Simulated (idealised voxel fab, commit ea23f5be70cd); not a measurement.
Documented hereafter: the process module known as voxel ribs on slabs.
We display cut, a cross-section 165 nm in width whose square cells are each 5 nm.
In what follows, cross-sections appear as grids of square cells, described through bands that run from the top down, where every band is one or more rows of cells. What a band's entry tells you: where the top is and where the bottom is, as heights in nm, and after that what lies inside, material by material from left to right, each with its width in nm. Empty space is written as the word "empty", and a single material marked with the word "all across" occupies the band from edge to edge. Heights are reckoned from 0. Under this level, the received wafer is all of one material. The bottommost band is open-ended downward, for example "0 down". Width: "30 to 40" (first number = top row, second number = bottom row, same change from row to row of cells). A step reported as "remained unchanged" is a step in which no cell of the cross-section changed. Basically, "closed voids" tells you about the enclosed voids: empty spaces with no open way to the top, 8 cells or bigger, each written width x height at distance, where distance is from the left edge, all in nm. Note: text after step settings on the step line = simulator remark on that step. overlay nm: where the mask lay relative to plan, measured to the right, on steps with a mask; negatives go left.

LISTED BELOW ARE THE PROCESS STEPS AS PLANNED
1) RECEIVE, material Si
2) DIRECTIONAL_DEP, material SiO2, thk nm 30
3) DIRECTIONAL_DEP, material SiN, thk nm 25
4) MASKED_ETCH, tone cover, mask id RIB, width nm 25, etch materials SiN, depth nm 15, overlay nm 0
5) DIRECTIONAL_DEP, material aC, thk nm 15
6) PATTERN, tone cover, mask id SLAB, material resist, width nm 55, thk nm 30, overlay nm 0
7) DIRECTIONAL_ETCH, etch materials aC, depth nm 15
8) STRIP, etch materials resist
9) DIRECTIONAL_ETCH, etch materials SiN, depth nm 10
10) STRIP, etch materials aC
11) FILL_DEP, material SiO2, thk nm 15
12) CMP, height nm 65
13) DIRECTIONAL_DEP, material W, thk nm 5
14) PATTERN, tone cover, mask id HEATER, material resist, width nm 35, thk nm 20, overlay nm 0
15) DIRECTIONAL_ETCH, etch materials W, depth nm 5
16) STRIP, etch materials resist
17) CONFORMAL_DEP, material SiO2, thk nm 5

THE FOLLOWING PERTAINS TO THE FIRST OF TWO WAFERS, WHICH WAS PROCESSED AS PLANNED

CROSS-SECTION OF THE WAFER UPON ARRIVAL, REPRESENTING THE STATE REACHED AFTER STEP 1
    0 down: Si all across
    closed voids: none

CROSS-SECTIONAL REPRESENTATION OF THE WAFER AT THE CONCLUSION OF STEP 2
    30 to 0: SiO2 all across
    All layers under 0 are left as they were.

CROSS-SECTIONAL REPRESENTATION OF THE WAFER AT THE CONCLUSION OF STEP 3
    55 to 30: SiN all across
    All layers under 30 are left as they were.

CROSS-SECTIONAL REPRESENTATION OF THE WAFER AT THE CONCLUSION OF STEP 4
    55 to 40: empty=70, then SiN=25, then empty=70
    All layers under 40 are left as they were.

CROSS-SECTIONAL REPRESENTATION OF THE WAFER AT THE CONCLUSION OF STEP 5
    70 to 55: empty=70, then aC=25, then empty=70
    55 to 40: aC=70, then SiN=25, then aC=70
    All layers under 40 are left as they were.

CROSS-SECTIONAL REPRESENTATION OF THE WAFER AT THE CONCLUSION OF STEP 6
    100 to 70: empty=55, then resist=55, then empty=55
    70 to 55: empty=55, then resist=15, then aC=25, then resist=15, then empty=55
    All layers under 55 are left as they were.

CROSS-SECTIONAL REPRESENTATION OF THE WAFER AT THE CONCLUSION OF STEP 7
    85 to 70: empty=55, then resist=55, then empty=55
    70 to 55: empty=55, then resist=15, then aC=25, then resist=15, then empty=55
    55 to 40: empty=55, then aC=15, then SiN=25, then aC=15, then empty=55
    All layers under 40 are left as they were.

CROSS-SECTIONAL REPRESENTATION OF THE WAFER AT THE CONCLUSION OF STEP 8
    70 to 55: empty=70, then aC=25, then empty=70
    All layers under 55 are left as they were.

CROSS-SECTIONAL REPRESENTATION OF THE WAFER AT THE CONCLUSION OF STEP 9
    70 to 55: empty=70, then aC=25, then empty=70
    55 to 40: empty=55, then aC=15, then SiN=25, then aC=15, then empty=55
    40 to 30: empty=55, then SiN=55, then empty=55
    All layers under 30 are left as they were.

CROSS-SECTIONAL REPRESENTATION OF THE WAFER AT THE CONCLUSION OF STEP 10
    55 to 40: empty=70, then SiN=25, then empty=70
    All layers under 40 are left as they were.

CROSS-SECTIONAL REPRESENTATION OF THE WAFER AT THE CONCLUSION OF STEP 11
    70 to 55: SiO2 all across
    55 to 40: SiO2=70, then SiN=25, then SiO2=70
    40 to 30: SiO2=55, then SiN=55, then SiO2=55
    All layers under 30 are left as they were.

CROSS-SECTIONAL REPRESENTATION OF THE WAFER AT THE CONCLUSION OF STEP 12
    65 to 55: SiO2 all across
    All layers under 55 are left as they were.

CROSS-SECTIONAL REPRESENTATION OF THE WAFER AT THE CONCLUSION OF STEP 13
    70 to 65: W all across
    All layers under 65 are left as they were.

CROSS-SECTIONAL REPRESENTATION OF THE WAFER AT THE CONCLUSION OF STEP 14
    90 to 70: empty=65, then resist=35, then empty=65
    All layers under 70 are left as they were.

CROSS-SECTIONAL REPRESENTATION OF THE WAFER AT THE CONCLUSION OF STEP 15
    90 to 70: empty=65, then resist=35, then empty=65
    70 to 65: empty=65, then W=35, then empty=65
    All layers under 65 are left as they were.

CROSS-SECTIONAL REPRESENTATION OF THE WAFER AT THE CONCLUSION OF STEP 16
    70 to 65: empty=65, then W=35, then empty=65
    All layers under 65 are left as they were.

CROSS-SECTIONAL REPRESENTATION OF THE WAFER AT THE CONCLUSION OF STEP 17
    75 to 70: empty=60, then SiO2=45, then empty=60
    70 to 65: SiO2=65, then W=35, then SiO2=65
    All layers under 65 are left as they were.

THE SECOND WAFER WAS PREPARED FROM THE SAME STARTING POINT AND UNDER THE SAME PLAN AS THE FIRST; ITS PROCESSING CONTAINED ONE MISTAKE, AND IT REMAINS INDISTINGUISHABLE FROM THE FIRST WAFER UP TO AND INCLUDING STEP 13

SECOND WAFER AT THE PLANNED FINISH OF STEP 14, SEEN IN CROSS-SECTION
    90 to 70: resist=65, then empty=35, then resist=65
    All layers under 70 are left as they were.

SECOND WAFER AT THE PLANNED FINISH OF STEP 15, SEEN IN CROSS-SECTION
    90 to 70: resist=65, then empty=35, then resist=65
    70 to 65: W=65, then empty=35, then W=65
    All layers under 65 are left as they were.

SECOND WAFER AT THE PLANNED FINISH OF STEP 16, SEEN IN CROSS-SECTION
    70 to 65: W=65, then empty=35, then W=65
    All layers under 65 are left as they were.

SECOND WAFER AT THE PLANNED FINISH OF STEP 17, SEEN IN CROSS-SECTION
    75 to 70: SiO2=70, then empty=25, then SiO2=70
    70 to 65: W=65, then SiO2=35, then W=65
    All layers under 65 are left as they were.
Misprocessing identified: step 14 ran with different settings than intended, the actual operation and settings being PATTERN, tone open, mask id HEATER, material resist, width nm 35, thk nm 20, overlay nm 0
End check, counted in cells, second wafer has more or fewer of these materials than the first: W: 19 more
